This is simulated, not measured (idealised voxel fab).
Process module heading - voxel gate over fins
Pictured: cross-section cut, 295 nm wide, on a grid of 5 nm square cells.
Heads up, the way a cross-section reads in here is a grid of square cells, handed over as bands from the top down, with every band being one or more rows of cells. Top, bottom (nm), then materials left to right with widths (nm); lone material tagged "everywhere" fills the whole band edge to edge; "air" = empty space. Height reference: 0 = level under which incoming wafer is all one material. Lowest band: no bottom, runs on downward, e.g. "0 down". With a width like "30..40", each row of cells in the band differs from the next by the same amount, the top row carrying the first number and the bottom row the second. It should be understood that the words "no modification", when stated for a given step, signify that the cross-section underwent no change in any of its cells during that step. Enclosed voids (no open way to top), threshold 8 cells or more, entry "Enclosed cavity list", notation width x height at distance, distance from left edge, nm. Note: text after step settings on the step line = simulator remark on that step. What "overlay nm" on a step's line means: if the step has a mask, that mask lay this far to the right of its planned place, or, when the value is negative, to the left.

[Process steps (planned)]
step 1: RECEIVE, material Si
step 2: CONFORMAL_DEP, material SiN, thk nm 10
step 3: PATTERN, tone cover, mask id FINS, material resist, width nm 15, pitch nm 45, thk nm 15, overlay nm 0
step 4: DIRECTIONAL_ETCH, etch materials SiN, depth nm 10
step 5: DIRECTIONAL_ETCH, etch materials Si, depth nm 40
step 6: STRIP, etch materials resist
step 7: OXIDIZE, depth nm 5
step 8: FILL_DEP, material SiO2, thk nm 15
step 9: CMP, height nm 10
step 10: SELECTIVE_ETCH, etch materials SiO2, depth nm 25
step 11: STRIP, etch materials SiN
step 12: CONFORMAL_DEP, material HfO2, thk nm 5
step 13: CONFORMAL_DEP, material TiN, thk nm 5
step 14: CONFORMAL_DEP, material TiAl, thk nm 5
step 15: CONFORMAL_DEP, material TiN, thk nm 5
step 16: FILL_DEP, material W, thk nm 15
step 17: CMP, height nm 30
step 18: CONFORMAL_DEP, material SiCN, thk nm 5

[Incoming wafer, cross-sectional view, post step 1]
  0 down: Si everywhere
  Enclosed cavity list: none

[First wafer of two, sectioned at end of module; run went per plan]
  35 to 30: SiCN everywhere
  30 to 20: W everywhere
  20 to 15: W: 55, then TiN: 180, then W: 60
  15 to 10: W: 55, then TiN: 5, then TiAl: 35, then TiN: 10, then TiAl: 35, then TiN: 10, then TiAl: 35, then TiN: 10, then TiAl: 35, then TiN: 5, then W: 60
  10 to 5: W: 55, then TiN: 5, then TiAl: 5, then TiN: 25, then TiAl: 5, then TiN: 10, then TiAl: 5, then TiN: 25, then TiAl: 5, then TiN: 10, then TiAl: 5, then TiN: 25, then TiAl: 5, then TiN: 10, then TiAl: 5, then TiN: 25, then TiAl: 5, then TiN: 5, then W: 60
  5 to 0: TiN: 60, then TiAl: 5, then TiN: 5, then HfO2: 15, then TiN: 5, then TiAl: 5, then TiN: 10, then TiAl: 5, then TiN: 5, then HfO2: 15, then TiN: 5, then TiAl: 5, then TiN: 10, then TiAl: 5, then TiN: 5, then HfO2: 15, then TiN: 5, then TiAl: 5, then TiN: 10, then TiAl: 5, then TiN: 5, then HfO2: 15, then TiN: 5, then TiAl: 5, then TiN: 65
  0 to -5: TiAl: 65, then TiN: 5, then HfO2: 5, then Si: 5, then HfO2: 5, then TiN: 5, then TiAl: 20, then TiN: 5, then HfO2: 5, then Si: 5, then HfO2: 5, then TiN: 5, then TiAl: 20, then TiN: 5, then HfO2: 5, then Si: 5, then HfO2: 5, then TiN: 5, then TiAl: 20, then TiN: 5, then HfO2: 5, then Si: 5, then HfO2: 5, then TiN: 5, then TiAl: 70
  -5 to -10: TiN: 70, then HfO2: 5, then Si: 5, then HfO2: 5, then TiN: 30, then HfO2: 5, then Si: 5, then HfO2: 5, then TiN: 30, then HfO2: 5, then Si: 5, then HfO2: 5, then TiN: 30, then HfO2: 5, then Si: 5, then HfO2: 5, then TiN: 75
  -10 to -15: HfO2: 75, then Si: 5, then HfO2: 40, then Si: 5, then HfO2: 40, then Si: 5, then HfO2: 40, then Si: 5, then HfO2: 80
  -15 to -45: SiO2: 75, then Si: 5, then SiO2: 40, then Si: 5, then SiO2: 40, then Si: 5, then SiO2: 40, then Si: 5, then SiO2: 80
  -45 down: Si everywhere
  Enclosed cavity list: none

[End-of-module cross-section of the second wafer: identical starting point and process plan to the first, with one processing mistake]
  35 to 30: SiCN everywhere
  30 to 20: W everywhere
  20 to 15: W: 55, then TiN: 180, then W: 60
  15 to 10: W: 55, then TiN: 5, then TiAl: 35, then TiN: 10, then TiAl: 35, then TiN: 10, then TiAl: 35, then TiN: 10, then TiAl: 35, then TiN: 5, then W: 60
  10 to 5: W: 55, then TiN: 5, then TiAl: 5, then TiN: 25, then TiAl: 5, then TiN: 10, then TiAl: 5, then TiN: 25, then TiAl: 5, then TiN: 10, then TiAl: 5, then TiN: 25, then TiAl: 5, then TiN: 10, then TiAl: 5, then TiN: 25, then TiAl: 5, then TiN: 5, then W: 60
  5 to 0: W: 55, then TiN: 5, then TiAl: 5, then TiN: 5, then HfO2: 15, then TiN: 5, then TiAl: 5, then TiN: 10, then TiAl: 5, then TiN: 5, then HfO2: 15, then TiN: 5, then TiAl: 5, then TiN: 10, then TiAl: 5, then TiN: 5, then HfO2: 15, then TiN: 5, then TiAl: 5, then TiN: 10, then TiAl: 5, then TiN: 5, then HfO2: 15, then TiN: 5, then TiAl: 5, then TiN: 5, then W: 60
  0 to -20: W: 55, then TiN: 5, then TiAl: 5, then TiN: 5, then HfO2: 5, then Si: 5, then HfO2: 5, then TiN: 5, then TiAl: 5, then TiN: 10, then TiAl: 5, then TiN: 5, then HfO2: 5, then Si: 5, then HfO2: 5, then TiN: 5, then TiAl: 5, then TiN: 10, then TiAl: 5, then TiN: 5, then HfO2: 5, then Si: 5, then HfO2: 5, then TiN: 5, then TiAl: 5, then TiN: 10, then TiAl: 5, then TiN: 5, then HfO2: 5, then Si: 5, then HfO2: 5, then TiN: 5, then TiAl: 5, then TiN: 5, then W: 60
  -20 to -25: TiN: 60, then TiAl: 5, then TiN: 5, then HfO2: 5, then Si: 5, then HfO2: 5, then TiN: 5, then TiAl: 5, then TiN: 10, then TiAl: 5, then TiN: 5, then HfO2: 5, then Si: 5, then HfO2: 5, then TiN: 5, then TiAl: 5, then TiN: 10, then TiAl: 5, then TiN: 5, then HfO2: 5, then Si: 5, then HfO2: 5, then TiN: 5, then TiAl: 5, then TiN: 10, then TiAl: 5, then TiN: 5, then HfO2: 5, then Si: 5, then HfO2: 5, then TiN: 5, then TiAl: 5, then TiN: 65
  -25 to -30: TiAl: 65, then TiN: 5, then HfO2: 5, then Si: 5, then HfO2: 5, then TiN: 5, then TiAl: 20, then TiN: 5, then HfO2: 5, then Si: 5, then HfO2: 5, then TiN: 5, then TiAl: 20, then TiN: 5, then HfO2: 5, then Si: 5, then HfO2: 5, then TiN: 5, then TiAl: 20, then TiN: 5, then HfO2: 5, then Si: 5, then HfO2: 5, then TiN: 5, then TiAl: 70
  -30 to -35: TiN: 70, then HfO2: 5, then Si: 5, then HfO2: 5, then TiN: 30, then HfO2: 5, then Si: 5, then HfO2: 5, then TiN: 30, then HfO2: 5, then Si: 5, then HfO2: 5, then TiN: 30, then HfO2: 5, then Si: 5, then HfO2: 5, then TiN: 75
  -35 to -40: HfO2: 75, then Si: 5, then HfO2: 40, then Si: 5, then HfO2: 40, then Si: 5, then HfO2: 40, then Si: 5, then HfO2: 80
  -40 to -45: SiO2: 75, then Si: 5, then SiO2: 40, then Si: 5, then SiO2: 40, then Si: 5, then SiO2: 40, then Si: 5, then SiO2: 80
  -45 down: Si everywhere
  Enclosed cavity list: none
Here's what went sideways: step 10 of the plan saw execution twice
Cell-count delta at end, second wafer over first, by material: HfO2 +40; SiO2 -275; TiAl +40; TiN +80; W +115
